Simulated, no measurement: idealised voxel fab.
process module | voxel ribs on slabs
cross-section cut | 150 nm wide | cells 5 nm
A cross-section is a grid of square cells, given in bands from the top down. A band is one or more rows of cells.
Each band's line starts with the height of the band's top and of its bottom, in nm. Then come its materials from left to right, each with its width in nm. One material with "throughout" fills the band from edge to edge. "air" is empty space.
Height 0 is the level under which the wafer as received is all one material. The lowest band goes on downwards, as in "0 down".
A width such as "30 to 40" changes by the same amount from each row of cells to the next, from the band's top row to its bottom row.
"no change" after a step means that no cell of the cross-section changed.
closed voids: empty space of 8 cells or more with no open way to the top, each as width x height at its distance from the left edge, in nm
after a step's settings: what the simulator itself notes on the step
overlay nm, on a step with a mask: how far to the right of its planned place the mask lay; to the left if negative
plan
1 op RECEIVE | material Si
2 op DIRECTIONAL_DEP | material SiO2 | thk nm 30
3 op DIRECTIONAL_DEP | material polySi | thk nm 20
4 op DIRECTIONAL_DEP | material aC | thk nm 15
5 op PATTERN | tone cover | mask id RIB | material resist | width nm 20 | thk nm 30 | overlay nm 0
6 op DIRECTIONAL_ETCH | etch materials aC | depth nm 15
7 op STRIP | etch materials resist
8 op DIRECTIONAL_ETCH | etch materials polySi | depth nm 15
9 op STRIP | etch materials aC
10 op PATTERN | tone cover | mask id SLAB | material resist | width nm 60 | thk nm 15 | overlay nm 0
11 op DIRECTIONAL_ETCH | etch materials polySi | depth nm 5
12 op STRIP | etch materials resist
13 op FILL_DEP | material SiO2 | thk nm 25
14 op CMP | height nm 65
15 op DIRECTIONAL_DEP | material W | thk nm 5
16 op PATTERN | tone cover | mask id HEATER | material resist | width nm 30 | thk nm 15 | overlay nm 0
17 op DIRECTIONAL_ETCH | etch materials W | depth nm 5
18 op STRIP | etch materials resist
19 op CONFORMAL_DEP | material SiO2 | thk nm 5
first wafer, as planned
as received, after step 1
  0 down: Si throughout
  closed voids: none
after step 2
  30 to 0: SiO2 throughout
  below 0: unchanged
after step 3
  50 to 30: polySi throughout
  below 30: unchanged
after step 4
  65 to 50: aC throughout
  below 50: unchanged
after step 5
  95 to 65: air 65 | resist 20 | air 65
  below 65: unchanged
after step 6
  80 to 65: air 65 | resist 20 | air 65
  65 to 50: air 65 | aC 20 | air 65
  below 50: unchanged
after step 7
  65 to 50: air 65 | aC 20 | air 65
  below 50: unchanged
after step 8
  65 to 50: air 65 | aC 20 | air 65
  50 to 35: air 65 | polySi 20 | air 65
  below 35: unchanged
after step 9
  50 to 35: air 65 | polySi 20 | air 65
  below 35: unchanged
after step 10
  65 to 50: air 45 | resist 60 | air 45
  50 to 35: air 45 | resist 20 | polySi 20 | resist 20 | air 45
  below 35: unchanged
after step 11
  65 to 50: air 45 | resist 60 | air 45
  50 to 35: air 45 | resist 20 | polySi 20 | resist 20 | air 45
  35 to 30: air 45 | polySi 60 | air 45
  below 30: unchanged
after step 12
  50 to 35: air 65 | polySi 20 | air 65
  below 35: unchanged
after step 13
  75 to 50: SiO2 throughout
  50 to 35: SiO2 65 | polySi 20 | SiO2 65
  35 to 30: SiO2 45 | polySi 60 | SiO2 45
  below 30: unchanged
after step 14
  65 to 50: SiO2 throughout
  below 50: unchanged
after step 15
  70 to 65: W throughout
  below 65: unchanged
after step 16
  85 to 70: air 60 | resist 30 | air 60
  below 70: unchanged
after step 17
  85 to 70: air 60 | resist 30 | air 60
  70 to 65: air 60 | W 30 | air 60
  below 65: unchanged
after step 18
  70 to 65: air 60 | W 30 | air 60
  below 65: unchanged
after step 19
  75 to 70: air 55 | SiO2 40 | air 55
  70 to 65: SiO2 60 | W 30 | SiO2 60
  below 65: unchanged
second wafer: like start, like plan, one mistake. Through step 2 it matches the first wafer
when step 3 should have ended
  45 to 30: aC throughout
  below 30: unchanged
when step 4 should have ended
  65 to 45: polySi throughout
  below 45: unchanged
when step 5 should have ended
  95 to 65: air 65 | resist 20 | air 65
  below 65: unchanged
when step 6 should have ended
  80 to 65: air 65 | resist 20 | air 65
  below 65: unchanged
when step 7 should have ended
  65 to 45: polySi throughout
  below 45: unchanged
when step 8 should have ended
  50 to 45: polySi throughout
  below 45: unchanged
when step 9 should have ended: no change
when step 10 should have ended
  65 to 50: air 45 | resist 60 | air 45
  below 50: unchanged
when step 11 should have ended
  65 to 50: air 45 | resist 60 | air 45
  50 to 45: air 45 | polySi 60 | air 45
  below 45: unchanged
when step 12 should have ended
  50 to 45: air 45 | polySi 60 | air 45
  below 45: unchanged
when step 13 should have ended
  75 to 50: SiO2 throughout
  50 to 45: SiO2 45 | polySi 60 | SiO2 45
  below 45: unchanged
when step 14 should have ended
  65 to 50: SiO2 throughout
  below 50: unchanged
when step 15 should have ended
  70 to 65: W throughout
  below 65: unchanged
when step 16 should have ended
  85 to 70: air 60 | resist 30 | air 60
  below 70: unchanged
when step 17 should have ended
  85 to 70: air 60 | resist 30 | air 60
  70 to 65: air 60 | W 30 | air 60
  below 65: unchanged
when step 18 should have ended
  70 to 65: air 60 | W 30 | air 60
  below 65: unchanged
when step 19 should have ended
  75 to 70: air 55 | SiO2 40 | air 55
  70 to 65: SiO2 60 | W 30 | SiO2 60
  below 65: unchanged
what went wrong: steps 3 and 4 were swapped
at the end the second wafer has, in cells: 78 fewer of SiO2 | 90 more of aC | 12 fewer of polySi
